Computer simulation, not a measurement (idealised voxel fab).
Title: Process Module voxel fin reveal
The cross-section shown here is cut; it is 215 nm wide and divided into square cells measuring 5 nm on a side.
A cross-section in this document is a grid of square cells, and it is written down as bands, the top band listed before the ones below it; a band is made up of one or more rows of cells.
Quick guide to a band line: top height, bottom height (nm) up front; then every material left to right with its width in nm. Only one material and it's marked "all across"? Then it fills the band edge to edge. And "empty" just means empty space.
Zero point of the height axis is 0; under it, received wafer = one material. Lowest band: continues down indefinitely, "0 nm and below".
So if you see something like "30->40" for the width, read it as the top row of the band sitting at the first number and the bottom row at the second, with every row in between moving by the same amount as the last.
The designation "remains unaltered", where it is given for a processing step, indicates that no cell of the cross-section was altered in the course of that step.
The entry "Enclosed internal cavities" lists the empty spaces that cover at least 8 cells and have no open path to the top. Each is written as width x height at distance, where the distance is measured from the left edge and all three values are in nm.
after a step's settings: what the simulator itself notes on the step
overlay nm: right-of-plan distance of the mask on a masked step; negative values mean left-of-plan.
### Steps in the process plan
- 1: RECEIVE (material Si)
- 2: CONFORMAL_DEP (material SiN; thk nm 10)
- 3: DIRECTIONAL_DEP (material aC; thk nm 10)
- 4: PATTERN (tone cover; mask id FINS; material resist; width nm 15; pitch nm 40; thk nm 25; overlay nm 0)
- 5: DIRECTIONAL_ETCH (etch materials aC; depth nm 10)
- 6: STRIP (etch materials resist)
- 7: DIRECTIONAL_ETCH (etch materials SiN; depth nm 10)
- 8: DIRECTIONAL_ETCH (etch materials Si; depth nm 30)
- 9: STRIP (etch materials aC)
- 10: OXIDIZE (depth nm 5)
- 11: FILL_DEP (material SiO2; thk nm 10)
- 12: CMP (height nm 10)
- 13: SELECTIVE_ETCH (etch materials SiO2; depth nm 25)
- 14: STRIP (etch materials SiN)
### Of two wafers, the first: run according to plan
### Incoming wafer in cross-section (state: after step 1)
  0 nm and below: Si all across
  Enclosed internal cavities: none
### Wafer section view after processing step 2
  10 nm to 0 nm: SiN all across
  below 0: unchanged
### Wafer section view after processing step 3
  20 nm to 10 nm: aC all across
  below 10: unchanged
### Wafer section view after processing step 4
  45 nm to 20 nm: empty=60, resist=15, empty=25, resist=15, empty=25, resist=15, empty=60
  below 20: unchanged
### Wafer section view after processing step 5
  35 nm to 20 nm: empty=60, resist=15, empty=25, resist=15, empty=25, resist=15, empty=60
  20 nm to 10 nm: empty=60, aC=15, empty=25, aC=15, empty=25, aC=15, empty=60
  below 10: unchanged
### Wafer section view after processing step 6
  20 nm to 10 nm: empty=60, aC=15, empty=25, aC=15, empty=25, aC=15, empty=60
  below 10: unchanged
### Wafer section view after processing step 7
  20 nm to 10 nm: empty=60, aC=15, empty=25, aC=15, empty=25, aC=15, empty=60
  10 nm to 0 nm: empty=60, SiN=15, empty=25, SiN=15, empty=25, SiN=15, empty=60
  below 0: unchanged
### Wafer section view after processing step 8
  20 nm to 10 nm: empty=60, aC=15, empty=25, aC=15, empty=25, aC=15, empty=60
  10 nm to 0 nm: empty=60, SiN=15, empty=25, SiN=15, empty=25, SiN=15, empty=60
  0 nm to -30 nm: empty=60, Si=15, empty=25, Si=15, empty=25, Si=15, empty=60
  below -30: unchanged
### Wafer section view after processing step 9
  10 nm to 0 nm: empty=60, SiN=15, empty=25, SiN=15, empty=25, SiN=15, empty=60
  below 0: unchanged
### Wafer section view after processing step 10
  10 nm to 0 nm: empty=60, SiN=15, empty=25, SiN=15, empty=25, SiN=15, empty=60
  0 nm to -30 nm: empty=60, SiO2=5, Si=5, SiO2=5, empty=25, SiO2=5, Si=5, SiO2=5, empty=25, SiO2=5, Si=5, SiO2=5, empty=60
  -30 nm to -35 nm: SiO2=65, Si=5, SiO2=35, Si=5, SiO2=35, Si=5, SiO2=65
  below -35: unchanged
### Wafer section view after processing step 11
  20 nm to 10 nm: SiO2 all across
  10 nm to 0 nm: SiO2=60, SiN=15, SiO2=25, SiN=15, SiO2=25, SiN=15, SiO2=60
  0 nm to -35 nm: SiO2=65, Si=5, SiO2=35, Si=5, SiO2=35, Si=5, SiO2=65
  below -35: unchanged
### Wafer section view after processing step 12
  10 nm to 0 nm: SiO2=60, SiN=15, SiO2=25, SiN=15, SiO2=25, SiN=15, SiO2=60
  below 0: unchanged
### Wafer section view after processing step 13
  10 nm to 0 nm: empty=60, SiN=15, empty=25, SiN=15, empty=25, SiN=15, empty=60
  0 nm to -15 nm: empty=65, Si=5, empty=35, Si=5, empty=35, Si=5, empty=65
  below -15: unchanged
### Wafer section view after processing step 14
  0 nm to -15 nm: empty=65, Si=5, empty=35, Si=5, empty=35, Si=5, empty=65
  below -15: unchanged
### Wafer two of two - same starting point, same process plan, one mistake in execution; matches wafer one up to and including step 3
### Cross-section of the second wafer corresponding to the planned conclusion of step 4
  45 nm to 20 nm: resist=60, empty=15, resist=25, empty=15, resist=25, empty=15, resist=60
  below 20: unchanged
### Cross-section of the second wafer corresponding to the planned conclusion of step 5
  35 nm to 20 nm: resist=60, empty=15, resist=25, empty=15, resist=25, empty=15, resist=60
  20 nm to 10 nm: aC=60, empty=15, aC=25, empty=15, aC=25, empty=15, aC=60
  below 10: unchanged
### Cross-section of the second wafer corresponding to the planned conclusion of step 6
  20 nm to 10 nm: aC=60, empty=15, aC=25, empty=15, aC=25, empty=15, aC=60
  below 10: unchanged
### Cross-section of the second wafer corresponding to the planned conclusion of step 7
  20 nm to 10 nm: aC=60, empty=15, aC=25, empty=15, aC=25, empty=15, aC=60
  10 nm to 0 nm: SiN=60, empty=15, SiN=25, empty=15, SiN=25, empty=15, SiN=60
  below 0: unchanged
### Cross-section of the second wafer corresponding to the planned conclusion of step 8
  20 nm to 10 nm: aC=60, empty=15, aC=25, empty=15, aC=25, empty=15, aC=60
  10 nm to 0 nm: SiN=60, empty=15, SiN=25, empty=15, SiN=25, empty=15, SiN=60
  0 nm to -30 nm: Si=60, empty=15, Si=25, empty=15, Si=25, empty=15, Si=60
  below -30: unchanged
### Cross-section of the second wafer corresponding to the planned conclusion of step 9
  10 nm to 0 nm: SiN=60, empty=15, SiN=25, empty=15, SiN=25, empty=15, SiN=60
  below 0: unchanged
### Cross-section of the second wafer corresponding to the planned conclusion of step 10
  10 nm to 0 nm: SiN=60, empty=15, SiN=25, empty=15, SiN=25, empty=15, SiN=60
  0 nm to -30 nm: Si=55, SiO2=5, empty=15, SiO2=5, Si=15, SiO2=5, empty=15, SiO2=5, Si=15, SiO2=5, empty=15, SiO2=5, Si=55
  -30 nm to -35 nm: Si=55, SiO2=25, Si=15, SiO2=25, Si=15, SiO2=25, Si=55
  below -35: unchanged
### Cross-section of the second wafer corresponding to the planned conclusion of step 11
  20 nm to 10 nm: SiO2 all across
  10 nm to 0 nm: SiN=60, SiO2=15, SiN=25, SiO2=15, SiN=25, SiO2=15, SiN=60
  0 nm to -35 nm: Si=55, SiO2=25, Si=15, SiO2=25, Si=15, SiO2=25, Si=55
  below -35: unchanged
### Cross-section of the second wafer corresponding to the planned conclusion of step 12
  10 nm to 0 nm: SiN=60, SiO2=15, SiN=25, SiO2=15, SiN=25, SiO2=15, SiN=60
  below 0: unchanged
### Cross-section of the second wafer corresponding to the planned conclusion of step 13
  10 nm to 0 nm: SiN=60, empty=15, SiN=25, empty=15, SiN=25, empty=15, SiN=60
  0 nm to -15 nm: Si=55, empty=25, Si=15, empty=25, Si=15, empty=25, Si=55
  below -15: unchanged
### Cross-section of the second wafer corresponding to the planned conclusion of step 14
  0 nm to -15 nm: Si=55, empty=25, Si=15, empty=25, Si=15, empty=25, Si=55
  below -15: unchanged
What was done differently from what was planned? step 4 did not use the planned setting and instead ran as PATTERN (tone open; mask id FINS; material resist; width nm 15; pitch nm 40; thk nm 25; overlay nm 0)
Cell-count delta at end, second wafer over first, by material: +175 Si; -100 SiO2
